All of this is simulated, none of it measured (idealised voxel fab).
Process module heading - voxel capacitor over wiring
The cross-section shown here is cut; it is 155 nm wide and divided into square cells measuring 5 nm on a side.
A cross-section is written here as square cells arranged in a grid, and it is given in bands from the top down, each band taking up one or more rows of cells. Top, bottom (nm), then materials left to right with widths (nm); lone material tagged "all across" fills the whole band edge to edge; "empty" = empty space. All heights in this document are referenced to 0, defined as the level beneath which the wafer, as received, consists entirely of one material. The lowest band is not bounded below; it extends indefinitely downward and is written in the form "0 nm and below". Width: "30..40" (first number = top row, second number = bottom row, same change from row to row of cells). The cross-section has no changed cell in any step marked "no alteration". Any empty space of 8 cells or more lacking an open way to the top shows up in "Closed internal voids" as width x height at distance, distance from the left edge, in nm. Anything after a step's settings on that line? It's the simulator's own note about the step. What "overlay nm" on a step's line means: if the step has a mask, that mask lay this far to the right of its planned place, or, when the value is negative, to the left.
Process steps - plan
- 1: op RECEIVE | material Si
- 2: op CONFORMAL_DEP | material SiO2 | thk nm 15
- 3: op DIRECTIONAL_DEP | material TiN | thk nm 5
- 4: op DIRECTIONAL_DEP | material Ru | thk nm 15
- 5: op MASKED_ETCH | tone cover | mask id METAL_1 | width nm 25 | pitch nm 85 | etch materials Ru | depth nm 15 | overlay nm 0
- 6: op MASKED_ETCH | tone cover | mask id METAL_1 | width nm 25 | pitch nm 85 | etch materials TiN | depth nm 5 | overlay nm 0
- 7: op CONFORMAL_DEP | material SiN | thk nm 5
- 8: op FILL_DEP | material SiO2 | thk nm 5
- 9: op CMP | height nm 35
- 10: op CONFORMAL_DEP | material SiCN | thk nm 5
- 11: op DIRECTIONAL_DEP | material lowk | thk nm 20
- 12: op MASKED_ETCH | tone open | mask id PLUG_1 | width nm 15 | etch materials lowk | depth nm 20 | overlay nm 0
- 13: op MASKED_ETCH | tone open | mask id PLUG_1 | width nm 15 | etch materials SiCN | depth nm 5 | overlay nm 0
- 14: op EPI | material Ru | thk nm 10
- 15: op EPI | material Ru | thk nm 10
- 16: op EPI | material Ru | thk nm 5
- 17: op DIRECTIONAL_DEP | material TiN | thk nm 5
- 18: op DIRECTIONAL_DEP | material SiN | thk nm 5
- 19: op DIRECTIONAL_DEP | material TiN | thk nm 5
- 20: op MASKED_ETCH | tone cover | mask id UPPER_PLATE | width nm 65 | etch materials TiN | depth nm 5 | overlay nm 0
- 21: op MASKED_ETCH | tone cover | mask id UPPER_PLATE | width nm 65 | etch materials SiN | depth nm 5 | overlay nm 0
- 22: op PATTERN | tone cover | mask id LOWER_PLATE | material resist | width nm 75 | thk nm 20 | overlay nm 0
- 23: op DIRECTIONAL_ETCH | etch materials TiN | depth nm 5
- 24: op STRIP | etch materials resist
- 25: op FILL_DEP | material SiO2 | thk nm 20
- 26: op CMP | height nm 90
- 27: op PATTERN | tone open | mask id PLUG_2 | material resist | width nm 15 | thk nm 20 | overlay nm 0
- 28: op DIRECTIONAL_ETCH | etch materials SiO2 | depth nm 15
- 29: op STRIP | etch materials resist
- 30: op CONFORMAL_DEP | material TiN | thk nm 5
- 31: op FILL_DEP | material W | thk nm 10
- 32: op CMP | height nm 90
- 33: op CONFORMAL_DEP | material SiN | thk nm 5
Split variable: thk nm, step 30. Plan value = first wafer. Wafers start alike.
As-received cross-section, first of several wafers, post step 1
0 nm and below  Si all across
Closed internal voids: none
The first of several wafers, seen in cross-section after the module's last step, step 33
95 nm to 90 nm  SiN all across
90 nm to 80 nm  40 SiO2, 5 TiN, 5 W, 5 TiN, 100 SiO2
80 nm to 70 nm  40..30 SiO2, 15..65 TiN, 100..60 SiO2
70 nm to 65 nm  30 SiO2, 65 SiN, 60 SiO2
65 nm to 60 nm  25 SiO2, 75 TiN, 55 SiO2
60 nm to 40 nm  30 lowk, 15 Ru, 110 lowk
40 nm to 35 nm  30 SiCN, 15 Ru, 110 SiCN
35 nm to 20 nm  15 SiO2, 5 SiN, 25 Ru, 5 SiN, 50 SiO2, 5 SiN, 25 Ru, 5 SiN, 20 SiO2
20 nm to 15 nm  20 SiN, 25 TiN, 60 SiN, 25 TiN, 25 SiN
15 nm to 0 nm  SiO2 all across
0 nm and below  Si all across
Closed internal voids: none
Here's the last wafer cross-sectioned at the end of the module
95 nm to 90 nm  SiN all across
90 nm to 75 nm  40 SiO2, 15 TiN, 100 SiO2
75 nm to 70 nm  30 SiO2, 65 TiN, 60 SiO2
70 nm to 65 nm  30 SiO2, 65 SiN, 60 SiO2
65 nm to 60 nm  25 SiO2, 75 TiN, 55 SiO2
60 nm to 40 nm  30 lowk, 15 Ru, 110 lowk
40 nm to 35 nm  30 SiCN, 15 Ru, 110 SiCN
35 nm to 20 nm  15 SiO2, 5 SiN, 25 Ru, 5 SiN, 50 SiO2, 5 SiN, 25 Ru, 5 SiN, 20 SiO2
20 nm to 15 nm  20 SiN, 25 TiN, 60 SiN, 25 TiN, 25 SiN
15 nm to 0 nm  SiO2 all across
0 nm and below  Si all across
Closed internal voids: none
Where each wafer stands at the end of the module, a row apiece: cells of each material gained (+) or lost (-) since it was received, then closed voids
thk nm 5; +45 Ru; +28 SiCN; +77 SiN; +280 SiO2; +45 TiN; +2 W; +112 lowk; Closed internal voids: none
thk nm 10; +45 Ru; +28 SiCN; +77 SiN; +280 SiO2; +47 TiN; +112 lowk; Closed internal voids: none
thk nm 15; +45 Ru; +28 SiCN; +77 SiN; +280 SiO2; +47 TiN; +112 lowk; Closed internal voids: none
thk nm 20; +45 Ru; +28 SiCN; +77 SiN; +280 SiO2; +47 TiN; +112 lowk; Closed internal voids: none
